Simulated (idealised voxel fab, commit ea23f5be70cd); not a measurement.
process module | voxel lift off
cross-section cut | 285 nm wide | cells 5 nm
A cross-section is a grid of square cells, given in bands from the top down. A band is one or more rows of cells.
Each band's line starts with the height of the band's top and of its bottom, in nm. Then come its materials from left to right, each with its width in nm. One material with "throughout" fills the band from edge to edge. "air" is empty space.
Height 0 is the level under which the wafer as received is all one material. The lowest band goes on downwards, as in "0 down".
A width such as "30 to 40" changes by the same amount from each row of cells to the next, from the band's top row to its bottom row.
"no change" after a step means that no cell of the cross-section changed.
closed voids: empty space of 8 cells or more with no open way to the top, each as width x height at its distance from the left edge, in nm
after a step's settings: what the simulator itself notes on the step
overlay nm, on a step with a mask: how far to the right of its planned place the mask lay; to the left if negative
plan
1 op RECEIVE | material Si
2 op CONFORMAL_DEP | material Al2O3 | thk nm 15
3 op PATTERN | tone open | mask id LINES | material resist | width nm 20 | pitch nm 40 | thk nm 30 | overlay nm 0
4 op DIRECTIONAL_DEP | material Ru | thk nm 15
5 op STRIP | etch materials resist
6 op CONFORMAL_DEP | material SiO2 | thk nm 5
as received, after step 1
  0 down: Si throughout
  closed voids: none
a wafer at the end: this start, this plan, one mistake
  50 to 45: air 65 | SiO2 30 | air 10 | SiO2 30 | air 10 | SiO2 30 | air 10 | SiO2 30 | air 70
  45 to 35: air 65 | SiO2 5 | Ru 20 | SiO2 5 | air 10 | SiO2 5 | Ru 20 | SiO2 5 | air 10 | SiO2 5 | Ru 20 | SiO2 5 | air 10 | SiO2 5 | Ru 20 | SiO2 5 | air 70
  35 to 30: SiO2 70 | Ru 20 | SiO2 20 | Ru 20 | SiO2 20 | Ru 20 | SiO2 20 | Ru 20 | SiO2 75
  30 to 0: Al2O3 throughout
  0 down: Si throughout
  closed voids: none
what went wrong: step 2 was run twice
